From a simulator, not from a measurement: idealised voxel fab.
process module | voxel air gaps
cross-section cut | 255 nm wide | cells 5 nm
A cross-section is a grid of square cells, given in bands from the top down. A band is one or more rows of cells.
Each band's line starts with the height of the band's top and of its bottom, in nm. Then come its materials from left to right, each with its width in nm. One material with "throughout" fills the band from edge to edge. "air" is empty space.
Height 0 is the level under which the wafer as received is all one material. The lowest band goes on downwards, as in "0 down".
A width such as "30 to 40" changes by the same amount from each row of cells to the next, from the band's top row to its bottom row.
"no change" after a step means that no cell of the cross-section changed.
closed voids: empty space of 8 cells or more with no open way to the top, each as width x height at its distance from the left edge, in nm
after a step's settings: what the simulator itself notes on the step
overlay nm, on a step with a mask: how far to the right of its planned place the mask lay; to the left if negative
plan
1 op RECEIVE | material Si
2 op CONFORMAL_DEP | material SiO2 | thk nm 15
3 op CONFORMAL_DEP | material SiN | thk nm 5
4 op DIRECTIONAL_DEP | material SiO2 | thk nm 35
5 op MASKED_ETCH | tone open | mask id LINES | width nm 15 | pitch nm 45 | etch materials SiO2 | depth nm 35 | overlay nm 0
6 op CONFORMAL_DEP | material TiN | thk nm 5
7 op FILL_DEP | material W | thk nm 10
8 op CMP | height nm 55
9 op EPI | material Ru | thk nm 10
10 op SELECTIVE_ETCH | etch materials SiO2 | depth nm 45
11 op CONFORMAL_DEP | material SiN | thk nm 5
first wafer, as planned
as received, after step 1
  0 down: Si throughout
  closed voids: none
after step 2
  15 to 0: SiO2 throughout
  below 0: unchanged
after step 3
  20 to 15: SiN throughout
  below 15: unchanged
after step 4
  55 to 20: SiO2 throughout
  below 20: unchanged
after step 5
  55 to 20: SiO2 50 | air 15 | SiO2 30 | air 15 | SiO2 30 | air 15 | SiO2 30 | air 15 | SiO2 55
  below 20: unchanged
after step 6
  60 to 55: TiN 55 | air 5 | TiN 40 | air 5 | TiN 40 | air 5 | TiN 40 | air 5 | TiN 60
  55 to 25: SiO2 50 | TiN 5 | air 5 | TiN 5 | SiO2 30 | TiN 5 | air 5 | TiN 5 | SiO2 30 | TiN 5 | air 5 | TiN 5 | SiO2 30 | TiN 5 | air 5 | TiN 5 | SiO2 55
  25 to 20: SiO2 50 | TiN 15 | SiO2 30 | TiN 15 | SiO2 30 | TiN 15 | SiO2 30 | TiN 15 | SiO2 55
  below 20: unchanged
after step 7
  70 to 60: W throughout
  60 to 55: TiN 55 | W 5 | TiN 40 | W 5 | TiN 40 | W 5 | TiN 40 | W 5 | TiN 60
  55 to 25: SiO2 50 | TiN 5 | W 5 | TiN 5 | SiO2 30 | TiN 5 | W 5 | TiN 5 | SiO2 30 | TiN 5 | W 5 | TiN 5 | SiO2 30 | TiN 5 | W 5 | TiN 5 | SiO2 55
  below 25: unchanged
after step 8
  55 to 25: SiO2 50 | TiN 5 | W 5 | TiN 5 | SiO2 30 | TiN 5 | W 5 | TiN 5 | SiO2 30 | TiN 5 | W 5 | TiN 5 | SiO2 30 | TiN 5 | W 5 | TiN 5 | SiO2 55
  below 25: unchanged
after step 9
  65 to 55: air 40 | Ru 35 | air 10 | Ru 35 | air 10 | Ru 35 | air 10 | Ru 35 | air 45
  below 55: unchanged
after step 10
  65 to 55: air 40 | Ru 35 | air 10 | Ru 35 | air 10 | Ru 35 | air 10 | Ru 35 | air 45
  55 to 25: air 50 | TiN 5 | W 5 | TiN 5 | air 30 | TiN 5 | W 5 | TiN 5 | air 30 | TiN 5 | W 5 | TiN 5 | air 30 | TiN 5 | W 5 | TiN 5 | air 55
  25 to 20: air 50 | TiN 15 | air 30 | TiN 15 | air 30 | TiN 15 | air 30 | TiN 15 | air 55
  below 20: unchanged
after step 11
  70 to 65: air 35 | SiN 180 | air 40
  65 to 55: air 35 | SiN 5 | Ru 35 | SiN 10 | Ru 35 | SiN 10 | Ru 35 | SiN 10 | Ru 35 | SiN 5 | air 40
  55 to 50: air 35 | SiN 15 | TiN 5 | W 5 | TiN 5 | SiN 30 | TiN 5 | W 5 | TiN 5 | SiN 30 | TiN 5 | W 5 | TiN 5 | SiN 30 | TiN 5 | W 5 | TiN 5 | SiN 15 | air 40
  50 to 25: air 45 | SiN 5 | TiN 5 | W 5 | TiN 5 | SiN 5 | air 20 | SiN 5 | TiN 5 | W 5 | TiN 5 | SiN 5 | air 20 | SiN 5 | TiN 5 | W 5 | TiN 5 | SiN 5 | air 20 | SiN 5 | TiN 5 | W 5 | TiN 5 | SiN 5 | air 50
  25 to 20: SiN 50 | TiN 15 | SiN 30 | TiN 15 | SiN 30 | TiN 15 | SiN 30 | TiN 15 | SiN 55
  below 20: unchanged
  closed voids: 20 x 25 at 70; 20 x 25 at 115; 20 x 25 at 160
second wafer: like start, like plan, one mistake. Through step 4 it matches the first wafer
when step 5 should have ended
  55 to 20: SiO2 60 | air 15 | SiO2 30 | air 15 | SiO2 30 | air 15 | SiO2 30 | air 15 | SiO2 45
  below 20: unchanged
when step 6 should have ended
  60 to 55: TiN 65 | air 5 | TiN 40 | air 5 | TiN 40 | air 5 | TiN 40 | air 5 | TiN 50
  55 to 25: SiO2 60 | TiN 5 | air 5 | TiN 5 | SiO2 30 | TiN 5 | air 5 | TiN 5 | SiO2 30 | TiN 5 | air 5 | TiN 5 | SiO2 30 | TiN 5 | air 5 | TiN 5 | SiO2 45
  25 to 20: SiO2 60 | TiN 15 | SiO2 30 | TiN 15 | SiO2 30 | TiN 15 | SiO2 30 | TiN 15 | SiO2 45
  below 20: unchanged
when step 7 should have ended
  70 to 60: W throughout
  60 to 55: TiN 65 | W 5 | TiN 40 | W 5 | TiN 40 | W 5 | TiN 40 | W 5 | TiN 50
  55 to 25: SiO2 60 | TiN 5 | W 5 | TiN 5 | SiO2 30 | TiN 5 | W 5 | TiN 5 | SiO2 30 | TiN 5 | W 5 | TiN 5 | SiO2 30 | TiN 5 | W 5 | TiN 5 | SiO2 45
  below 25: unchanged
when step 8 should have ended
  55 to 25: SiO2 60 | TiN 5 | W 5 | TiN 5 | SiO2 30 | TiN 5 | W 5 | TiN 5 | SiO2 30 | TiN 5 | W 5 | TiN 5 | SiO2 30 | TiN 5 | W 5 | TiN 5 | SiO2 45
  below 25: unchanged
when step 9 should have ended
  65 to 55: air 50 | Ru 35 | air 10 | Ru 35 | air 10 | Ru 35 | air 10 | Ru 35 | air 35
  below 55: unchanged
when step 10 should have ended
  65 to 55: air 50 | Ru 35 | air 10 | Ru 35 | air 10 | Ru 35 | air 10 | Ru 35 | air 35
  55 to 25: air 60 | TiN 5 | W 5 | TiN 5 | air 30 | TiN 5 | W 5 | TiN 5 | air 30 | TiN 5 | W 5 | TiN 5 | air 30 | TiN 5 | W 5 | TiN 5 | air 45
  25 to 20: air 60 | TiN 15 | air 30 | TiN 15 | air 30 | TiN 15 | air 30 | TiN 15 | air 45
  below 20: unchanged
when step 11 should have ended
  70 to 65: air 45 | SiN 180 | air 30
  65 to 55: air 45 | SiN 5 | Ru 35 | SiN 10 | Ru 35 | SiN 10 | Ru 35 | SiN 10 | Ru 35 | SiN 5 | air 30
  55 to 50: air 45 | SiN 15 | TiN 5 | W 5 | TiN 5 | SiN 30 | TiN 5 | W 5 | TiN 5 | SiN 30 | TiN 5 | W 5 | TiN 5 | SiN 30 | TiN 5 | W 5 | TiN 5 | SiN 15 | air 30
  50 to 25: air 55 | SiN 5 | TiN 5 | W 5 | TiN 5 | SiN 5 | air 20 | SiN 5 | TiN 5 | W 5 | TiN 5 | SiN 5 | air 20 | SiN 5 | TiN 5 | W 5 | TiN 5 | SiN 5 | air 20 | SiN 5 | TiN 5 | W 5 | TiN 5 | SiN 5 | air 40
  25 to 20: SiN 60 | TiN 15 | SiN 30 | TiN 15 | SiN 30 | TiN 15 | SiN 30 | TiN 15 | SiN 45
  below 20: unchanged
  closed voids: 20 x 25 at 80; 20 x 25 at 125; 20 x 25 at 170
what went wrong: step 5 ran as: op MASKED_ETCH | tone open | mask id LINES | width nm 15 | pitch nm 45 | etch materials SiO2 | depth nm 35 | overlay nm 10
at the end the second wafer has, in cells: as many of each material as the first, in other places
